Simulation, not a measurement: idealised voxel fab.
The process module presented herein is designated voxel transistor to metal.
Square cells of 5 nm make up the cross-section cut, whose width is 205 nm.
In this document a cross-section is written as a grid of square cells. It is given as a series of bands, listed from the top down, and a band is one or more rows of cells.
Look at the band entry: it leads with the top's height and the bottom's height in nm. Then it lists the materials left to right, with a width in nm for each. The word "full width" on a single material says that material fills the band edge to edge. The word "empty" is empty space.
Measure heights from 0. That's the level where, below it, the as-received wafer is all one material. The lowest band is bottomless and extends downward; write it as in "0 -> down".
The expression "30->40" gives the width at the extremes of the band, the first number at its top row of cells and the second at its bottom row, with the width changing by equal amounts from each row to the next in between.
A step reported as "remains unaltered" is a step in which no cell of the cross-section changed.
What "Unvented voids" gives you is every empty space of 8 cells or more that is cut off from the top. Each appears as width x height at distance, with the distance taken from the left edge and width, height and distance all in nm.
What comes after the settings on a step's line is commentary from the simulator itself on that step.
A step's line can hold "overlay nm"; with a mask on that step, the setting says how far right of the planned place the mask lay, while a negative setting says it lay to the left.
# The planned process steps are enumerated hereunder
1,RECEIVE,material Si
2,CONFORMAL_DEP,material SiO2,thk nm 5
3,CONFORMAL_DEP,material SiN,thk nm 10
4,MASKED_ETCH,tone cover,mask id ACTIVE,width nm 110,etch materials SiN,depth nm 10,overlay nm 0
5,MASKED_ETCH,tone cover,mask id ACTIVE,width nm 110,etch materials SiO2,depth nm 5,overlay nm 0
6,MASKED_ETCH,tone cover,mask id ACTIVE,width nm 110,etch materials Si,depth nm 25,overlay nm 0
7,FILL_DEP,material SiO2,thk nm 15
8,CMP,height nm 15
9,SELECTIVE_ETCH,etch materials SiO2,depth nm 5
10,STRIP,etch materials SiN
11,SELECTIVE_ETCH,etch materials SiO2,depth nm 5
12,OXIDIZE,depth nm 5
13,DIRECTIONAL_DEP,material polySi,thk nm 20
14,DIRECTIONAL_DEP,material SiCN,thk nm 10
15,MASKED_ETCH,tone cover,mask id GATE,width nm 20,etch materials SiCN,depth nm 20,overlay nm 0
16,MASKED_ETCH,tone cover,mask id GATE,width nm 20,etch materials polySi,depth nm 30,overlay nm 0
17,CONFORMAL_DEP,material SiN,thk nm 10
18,DIRECTIONAL_ETCH,etch materials SiN,depth nm 10
19,DIRECTIONAL_ETCH,etch materials SiO2,depth nm 5
20,DIRECTIONAL_ETCH,etch materials Si,depth nm 5
21,EPI,material SiGe,thk nm 5
22,FILL_DEP,material SiO2,thk nm 5
23,CMP,height nm 30
24,DIRECTIONAL_DEP,material SiO2,thk nm 15
25,PATTERN,tone open,mask id CONTACT,material resist,width nm 20,pitch nm 80,thk nm 15,overlay nm 0
26,DIRECTIONAL_ETCH,etch materials SiO2,depth nm 50
27,STRIP,etch materials resist
28,CONFORMAL_DEP,material TiN,thk nm 5
29,FILL_DEP,material W,thk nm 5
30,CMP,height nm 45
31,CONFORMAL_DEP,material SiCN,thk nm 5
32,DIRECTIONAL_DEP,material lowk,thk nm 25
33,MASKED_ETCH,tone open,mask id METAL_1,width nm 20,pitch nm 80,etch materials lowk,depth nm 25,overlay nm 0
34,MASKED_ETCH,tone open,mask id METAL_1,width nm 20,pitch nm 80,etch materials SiCN,depth nm 5,overlay nm 0
35,CONFORMAL_DEP,material TiN,thk nm 5
36,FILL_DEP,material Cu,thk nm 10
37,CMP,height nm 75
38,CONFORMAL_DEP,material SiCN,thk nm 5
39,DIRECTIONAL_DEP,material SiO2,thk nm 30
40,MASKED_ETCH,tone open,mask id METAL_2,width nm 20,pitch nm 80,etch materials SiO2,depth nm 15,overlay nm 0
41,MASKED_ETCH,tone open,mask id METAL_2_HOLES,width nm 15,pitch nm 80,etch materials SiO2,depth nm 15,overlay nm 0
42,MASKED_ETCH,tone open,mask id METAL_2_HOLES,width nm 15,pitch nm 80,etch materials SiCN,depth nm 5,overlay nm 0
43,CONFORMAL_DEP,material TiN,thk nm 5
44,FILL_DEP,material Cu,thk nm 10
45,CMP,height nm 110
46,CONFORMAL_DEP,material SiCN,thk nm 5
# The cross-section here shows the wafer as received, i.e. in its state after step 1
0 -> down  Si full width
Unvented voids: none
# First wafer of two, sectioned at end of module; run went per plan
115 -> 110  SiCN full width
110 -> 100  50 SiO2; 5 TiN; 10 Cu; 5 TiN; 60 SiO2; 5 TiN; 10 Cu; 5 TiN; 55 SiO2
100 -> 95  50 SiO2; 5 TiN; 5 Cu; 10 TiN; 60 SiO2; 5 TiN; 5 Cu; 10 TiN; 55 SiO2
95 -> 80  50 SiO2; 5 TiN; 5 Cu; 5 TiN; 65 SiO2; 5 TiN; 5 Cu; 5 TiN; 60 SiO2
80 -> 75  50 SiCN; 15 TiN; 65 SiCN; 15 TiN; 60 SiCN
75 -> 50  50 lowk; 5 TiN; 10 Cu; 5 TiN; 60 lowk; 5 TiN; 10 Cu; 5 TiN; 55 lowk
50 -> 45  50 SiCN; 20 TiN; 60 SiCN; 20 TiN; 55 SiCN
45 -> 30  50 SiO2; 5 TiN; 10 W; 5 TiN; 60 SiO2; 5 TiN; 10 W; 5 TiN; 55 SiO2
30 -> 20  50 SiO2; 5 TiN; 10 W; 5 TiN; 10 SiO2; 10 SiN; 20 SiCN; 10 SiN; 10 SiO2; 5 TiN; 10 W; 5 TiN; 55 SiO2
20 -> 5  50 SiO2; 5 TiN; 10 W; 5 TiN; 10 SiO2; 10 SiN; 20 polySi; 10 SiN; 10 SiO2; 5 TiN; 10 W; 5 TiN; 55 SiO2
5 -> 0  40 SiO2; 10 SiN; 10 TiN; 5 W; 5 TiN; 10 SiO2; 10 SiN; 20 polySi; 10 SiN; 10 SiO2; 5 TiN; 5 W; 10 TiN; 10 SiN; 45 SiO2
0 -> -5  50 SiO2; 5 SiGe; 15 TiN; 5 SiO2; 5 SiGe; 40 SiO2; 5 SiGe; 5 SiO2; 15 TiN; 5 SiGe; 55 SiO2
-5 -> -10  45 SiO2; 5 Si; 30 SiGe; 40 Si; 30 SiGe; 5 Si; 50 SiO2
-10 -> -25  45 SiO2; 110 Si; 50 SiO2
-25 -> down  Si full width
Unvented voids: none
# Cross-section at end of module for the second wafer of two, which matched the first in starting point and plan and differed by one mistake in its processing
115 -> 110  SiCN full width
110 -> 100  50 SiO2; 5 TiN; 10 Cu; 5 TiN; 60 SiO2; 5 TiN; 10 Cu; 5 TiN; 55 SiO2
100 -> 95  50 SiO2; 5 TiN; 5 Cu; 10 TiN; 60 SiO2; 5 TiN; 5 Cu; 10 TiN; 55 SiO2
95 -> 80  50 SiO2; 5 TiN; 5 Cu; 5 TiN; 65 SiO2; 5 TiN; 5 Cu; 5 TiN; 60 SiO2
80 -> 75  50 SiCN; 15 TiN; 65 SiCN; 15 TiN; 60 SiCN
75 -> 50  50 lowk; 5 TiN; 10 Cu; 5 TiN; 60 lowk; 5 TiN; 10 Cu; 5 TiN; 55 lowk
50 -> 45  50 SiCN; 20 TiN; 60 SiCN; 20 TiN; 55 SiCN
45 -> 35  45 W; 5 TiN; 20 SiO2; 5 TiN; 50 W; 5 TiN; 20 SiO2; 5 TiN; 50 W
35 -> 30  45 W; 5 TiN; 20 SiO2; 60 TiN; 20 SiO2; 5 TiN; 50 W
30 -> 20  45 W; 5 TiN; 20 SiO2; 10 TiN; 10 SiN; 20 SiCN; 10 SiN; 10 TiN; 20 SiO2; 5 TiN; 50 W
20 -> 10  45 W; 5 TiN; 20 SiO2; 10 TiN; 10 SiN; 20 polySi; 10 SiN; 10 TiN; 20 SiO2; 5 TiN; 50 W
10 -> 5  35 W; 15 TiN; 20 SiO2; 10 TiN; 10 SiN; 20 polySi; 10 SiN; 10 TiN; 20 SiO2; 15 TiN; 40 W
5 -> 0  35 W; 5 TiN; 10 SiN; 20 SiO2; 10 TiN; 10 SiN; 20 polySi; 10 SiN; 10 TiN; 20 SiO2; 10 SiN; 5 TiN; 40 W
0 -> -5  40 TiN; 10 SiO2; 5 SiGe; 15 SiO2; 5 TiN; 5 SiGe; 40 SiO2; 5 SiGe; 5 TiN; 15 SiO2; 5 SiGe; 10 SiO2; 45 TiN
-5 -> -10  45 SiO2; 5 Si; 30 SiGe; 40 Si; 30 SiGe; 5 Si; 50 SiO2
-10 -> -25  45 SiO2; 110 Si; 50 SiO2
-25 -> down  Si full width
Unvented voids: none
Error vs. plan: so step 25 ended up running with a different setting than we planned, it ran as PATTERN,tone cover,mask id CONTACT,material resist,width nm 20,pitch nm 80,thk nm 15,overlay nm 0
The final cell counts differ between the wafers, with the second having more or fewer of some materials than the first: -186 SiO2, +37 TiN, +149 W
